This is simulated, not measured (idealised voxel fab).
You're looking at the process module voxel spacer lines.
Cross-section cut spans 195 nm and uses square cells 5 nm in size.
Think of the cross-section as a grid of square cells. We describe it in bands, top to bottom, and each band covers one or more rows of those cells. The entry gives the band's vertical extent as a top height and a bottom height in nm, then its horizontal make-up as materials from left to right, each with a width in nm. "empty" stands for empty space; a single material marked "throughout" fills the band edge to edge. Heads up on the height convention: 0 is the point under which the incoming wafer is all one material, and the lowest band has no bottom, it just keeps going down, like "z 0 and below". Per-row width for "30 to 40": begins at first number (top row of band), ends at second number (bottom row), increment between rows held constant. Any step labelled "no modification" changed none of the cells in the cross-section. In "Enclosed voids" the enclosed voids are listed, meaning empty spaces of 8 cells or larger without any opening to the top. The form is width x height at distance, distance from the left edge, units nm. Formally, on a step line, whatever follows the settings is a remark that the simulator itself makes on the step. On any step carrying a mask, the "overlay nm" setting, if present on the step's line, tells how far right of its planned place the mask lay; negative values point to the left. Every pair from here on: before one process step, after it. The after cross-section reaches only to the lowest band that changed. Below the pair: the step in between and its settings. Pairs can belong to different runs of this module on the same starting wafer; a pair carries on from the pair above only if the entry headed "Ex-ante state" says so.

### Ex-ante state
    z 55 to 25  empty 15 nm, then aC 20 nm, then empty 50 nm, then aC 20 nm, then empty 50 nm, then aC 20 nm, then empty 20 nm
    z 25 to 10  TiN throughout
    z 10 to 0  SiO2 throughout
    z 0 and below  Si throughout
    Enclosed voids: none

### Post-Step Snapshot
    z 70 to 55  TiN 50 nm, then empty 20 nm, then TiN 50 nm, then empty 20 nm, then TiN 50 nm, then empty 5 nm
    z 55 to 40  TiN 15 nm, then aC 20 nm, then TiN 15 nm, then empty 20 nm, then TiN 15 nm, then aC 20 nm, then TiN 15 nm, then empty 20 nm, then TiN 15 nm, then aC 20 nm, then TiN 15 nm, then empty 5 nm
    z 40 to 25  TiN 15 nm, then aC 20 nm, then TiN 50 nm, then aC 20 nm, then TiN 50 nm, then aC 20 nm, then TiN 20 nm
    At heights below 25, the structure remains unaltered.
    Enclosed voids: none
It is this step that lies between the two cross-sections above: CONFORMAL_DEP with material TiN, thk nm 15

Ex-ante state: = after-state of the pair above.

### Post-Step Snapshot
    z 55 to 25  TiN 15 nm, then aC 20 nm, then TiN 15 nm, then empty 20 nm, then TiN 15 nm, then aC 20 nm, then TiN 15 nm, then empty 20 nm, then TiN 15 nm, then aC 20 nm, then TiN 15 nm, then empty 5 nm
    At heights below 25, the structure remains unaltered.
    Enclosed voids: none
It is this step that lies between the two cross-sections above: DIRECTIONAL_ETCH with etch materials TiN, depth nm 15

### Ex-ante state
    z 55 to 25  aC throughout
    z 25 to 10  TiN throughout
    z 10 to 0  SiO2 throughout
    z 0 and below  Si throughout
    Enclosed voids: none

### Post-Step Snapshot
    z 90 to 55  resist 15 nm, then empty 20 nm, then resist 50 nm, then empty 20 nm, then resist 50 nm, then empty 20 nm, then resist 20 nm
    At heights below 55, the structure remains unaltered.
    Enclosed voids: none
It is this step that lies between the two cross-sections above: PATTERN with tone open, mask id MANDREL, material resist, width nm 20, pitch nm 70, thk nm 35, overlay nm 0

Ex-ante state: = after-state of the pair above.

### Post-Step Snapshot
    z 60 to 55  resist 15 nm, then empty 20 nm, then resist 50 nm, then empty 20 nm, then resist 50 nm, then empty 20 nm, then resist 20 nm
    z 55 to 25  aC 15 nm, then empty 20 nm, then aC 50 nm, then empty 20 nm, then aC 50 nm, then empty 20 nm, then aC 20 nm
    At heights below 25, the structure remains unaltered.
    Enclosed voids: none
It is this step that lies between the two cross-sections above: DIRECTIONAL_ETCH with etch materials aC, depth nm 30

Ex-ante state: = after-state of the pair above.

### Post-Step Snapshot
    z 55 to 25  aC 15 nm, then empty 20 nm, then aC 50 nm, then empty 20 nm, then aC 50 nm, then empty 20 nm, then aC 20 nm
    At heights below 25, the structure remains unaltered.
    Enclosed voids: none
It is this step that lies between the two cross-sections above: STRIP with etch materials resist

Ex-ante state: = after-state of the pair above.

### Post-Step Snapshot
    z 70 to 55  SiN throughout
    z 55 to 25  aC 15 nm, then SiN 20 nm, then aC 50 nm, then SiN 20 nm, then aC 50 nm, then SiN 20 nm, then aC 20 nm
    At heights below 25, the structure remains unaltered.
    Enclosed voids: none
It is this step that lies between the two cross-sections above: CONFORMAL_DEP with material SiN, thk nm 15

Ex-ante state: = after-state of the pair above.

### Post-Step Snapshot
    z 55 to 25  aC 15 nm, then SiN 20 nm, then aC 50 nm, then SiN 20 nm, then aC 50 nm, then SiN 20 nm, then aC 20 nm
    At heights below 25, the structure remains unaltered.
    Enclosed voids: none
It is this step that lies between the two cross-sections above: DIRECTIONAL_ETCH with etch materials SiN, depth nm 15

Ex-ante state: = after-state of the pair above.

### Post-Step Snapshot
    z 55 to 25  empty 15 nm, then SiN 20 nm, then empty 50 nm, then SiN 20 nm, then empty 50 nm, then SiN 20 nm, then empty 20 nm
    At heights below 25, the structure remains unaltered.
    Enclosed voids: none
It is this step that lies between the two cross-sections above: STRIP with etch materials aC

Ex-ante state: = after-state of the pair above.

### Post-Step Snapshot
    z 55 to 25  empty 15 nm, then SiN 20 nm, then empty 50 nm, then SiN 20 nm, then empty 50 nm, then SiN 20 nm, then empty 20 nm
    z 25 to 10  empty 15 nm, then TiN 20 nm, then empty 50 nm, then TiN 20 nm, then empty 50 nm, then TiN 20 nm, then empty 20 nm
    At heights below 10, the structure remains unaltered.
    Enclosed voids: none
It is this step that lies between the two cross-sections above: DIRECTIONAL_ETCH with etch materials TiN, depth nm 15

Ex-ante state: = after-state of the pair above.

### Post-Step Snapshot
    z 25 to 10  empty 15 nm, then TiN 20 nm, then empty 50 nm, then TiN 20 nm, then empty 50 nm, then TiN 20 nm, then empty 20 nm
    At heights below 10, the structure remains unaltered.
    Enclosed voids: none
It is this step that lies between the two cross-sections above: STRIP with etch materials SiN
